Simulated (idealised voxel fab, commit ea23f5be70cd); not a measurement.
Module name: voxel capacitor over wiring (process module)
The width of the displayed cross-section, cut, is 170 nm; its cells are square, with a size of 5 nm.
Heads up, the way a cross-section reads in here is a grid of square cells, handed over as bands from the top down, with every band being one or more rows of cells. Top height, bottom height, nm. Materials left to right, width each, nm. Single material + "all across" = fills band edge to edge. "air" = empty. Counting heights begins at 0, where everything beneath is, in the wafer as received, one material. The lowest band has no bottom; it goes on downwards, as "0 nm and below" shows. It should be noted that a width expressed as "30 to 40" varies in equal increments from row to row of cells within the band, taking the value of the first number at the top row and that of the second number at the bottom row. What does "no alteration" mean for a step? It means no cell of the cross-section changed in that step. Heads up: "Enclosed internal cavities" only lists the empty pockets with no open path to the top that are 8 cells or more, and it writes them as width x height at distance, distance from the left edge, in nm. That trailing text on a step's line, after the settings, is the simulator's own remark on the step. "overlay nm", when on a step's line for a step with a mask, measures how far to the right of its planned place the mask lay; a negative measure means to the left.

# The process steps that were planned are listed below
| 1 | RECEIVE (material Si) |
| 2 | CONFORMAL_DEP (material SiO2; thk nm 10) |
| 3 | CONFORMAL_DEP (material SiCN; thk nm 5) |
| 4 | DIRECTIONAL_DEP (material lowk; thk nm 25) |
| 5 | MASKED_ETCH (tone open; mask id METAL_1; width nm 30; pitch nm 100; etch materials lowk; depth nm 25; overlay nm 0) |
| 6 | MASKED_ETCH (tone open; mask id METAL_1; width nm 30; pitch nm 100; etch materials SiCN; depth nm 5; overlay nm 0) |
| 7 | CONFORMAL_DEP (material TiN; thk nm 5) |
| 8 | FILL_DEP (material Ru; thk nm 5) |
| 9 | CMP (height nm 40) |
| 10 | CONFORMAL_DEP (material SiCN; thk nm 5) |
| 11 | DIRECTIONAL_DEP (material SiO2; thk nm 10) |
| 12 | DIRECTIONAL_DEP (material aC; thk nm 10) |
| 13 | PATTERN (tone open; mask id PLUG_1; material resist; width nm 15; thk nm 30; overlay nm 0) |
| 14 | DIRECTIONAL_ETCH (etch materials aC; depth nm 10) |
| 15 | STRIP (etch materials resist) |
| 16 | DIRECTIONAL_ETCH (etch materials SiO2; depth nm 10) |
| 17 | DIRECTIONAL_ETCH (etch materials SiCN; depth nm 5) |
| 18 | STRIP (etch materials aC) |
| 19 | EPI (material Ru; thk nm 10) |
| 20 | EPI (material Ru; thk nm 5) |
| 21 | DIRECTIONAL_DEP (material TiN; thk nm 5) |
| 22 | DIRECTIONAL_DEP (material SiN; thk nm 5) |
| 23 | DIRECTIONAL_DEP (material TiN; thk nm 5) |
| 24 | DIRECTIONAL_DEP (material aC; thk nm 10) |
| 25 | PATTERN (tone cover; mask id UPPER_PLATE; material resist; width nm 75; thk nm 30; overlay nm 0) |
| 26 | DIRECTIONAL_ETCH (etch materials aC; depth nm 10) |
| 27 | STRIP (etch materials resist) |
| 28 | DIRECTIONAL_ETCH (etch materials TiN; depth nm 5) |
| 29 | DIRECTIONAL_ETCH (etch materials SiN; depth nm 5) |
| 30 | STRIP (etch materials aC) |
| 31 | PATTERN (tone cover; mask id LOWER_PLATE; material resist; width nm 85; thk nm 20; overlay nm 0) |
| 32 | DIRECTIONAL_ETCH (etch materials TiN; depth nm 5) |
| 33 | STRIP (etch materials resist) |
| 34 | FILL_DEP (material SiO2; thk nm 20) |
| 35 | CMP (height nm 85) |
| 36 | PATTERN (tone open; mask id PLUG_2; material resist; width nm 15; thk nm 15; overlay nm 0) |
| 37 | DIRECTIONAL_ETCH (etch materials SiO2; depth nm 15) |
| 38 | STRIP (etch materials resist) |
| 39 | CONFORMAL_DEP (material TiN; thk nm 5) |
| 40 | FILL_DEP (material W; thk nm 10) |
| 41 | CMP (height nm 85) |
| 42 | CONFORMAL_DEP (material SiN; thk nm 5) |

# Wafer cross-section on receipt, i.e. after step 1
* 0 nm and below | Si all across
* Enclosed internal cavities: none

# First of two wafers, end-of-module section, run followed plan
* 90 nm to 85 nm | SiN all across
* 85 nm to 75 nm | SiO2 45, TiN 5, W 5, TiN 5, SiO2 110
* 75 nm to 65 nm | SiO2 45 to 35, TiN 15 to 75, SiO2 110 to 60
* 65 nm to 60 nm | SiO2 35, SiN 75, SiO2 60
* 60 nm to 55 nm | SiO2 30, TiN 85, SiO2 55
* 55 nm to 45 nm | SiO2 35, Ru 15, SiO2 120
* 45 nm to 40 nm | SiCN 35, Ru 15, SiCN 120
* 40 nm to 15 nm | lowk 20, TiN 5, Ru 20, TiN 5, lowk 70, TiN 5, Ru 20, TiN 5, lowk 20
* 15 nm to 10 nm | SiCN 20, TiN 30, SiCN 70, TiN 30, SiCN 20
* 10 nm to 0 nm | SiO2 all across
* 0 nm and below | Si all across
* Enclosed internal cavities: none

# Wafer two cross-section, module end. Start and plan unchanged from wafer one; one mistake made during the run
* 90 nm to 85 nm | SiN all across
* 85 nm to 75 nm | SiO2 45 to 35, TiN 15 to 25, SiO2 110
* 75 nm to 70 nm | SiO2 35, SiN 25, SiO2 110
* 70 nm to 65 nm | SiO2 30, TiN 80, SiO2 60
* 65 nm to 60 nm | SiO2 25, Ru 35, SiN 50, SiO2 60
* 60 nm to 55 nm | SiO2 25, Ru 35, TiN 55, SiO2 55
* 55 nm to 45 nm | SiO2 35, Ru 15, SiO2 120
* 45 nm to 40 nm | SiCN 35, Ru 15, SiCN 120
* 40 nm to 15 nm | lowk 20, TiN 5, Ru 20, TiN 5, lowk 70, TiN 5, Ru 20, TiN 5, lowk 20
* 15 nm to 10 nm | SiCN 20, TiN 30, SiCN 70, TiN 30, SiCN 20
* 10 nm to 0 nm | SiO2 all across
* 0 nm and below | Si all across
* Enclosed internal cavities: none
Nonconformance to the process plan: step 19 of the plan saw execution twice
Once processing is complete, comparing cell counts shows that the second wafer has more or fewer of certain materials than the first: 14 more of Ru; 8 fewer of SiO2; 4 fewer of TiN; 2 fewer of W
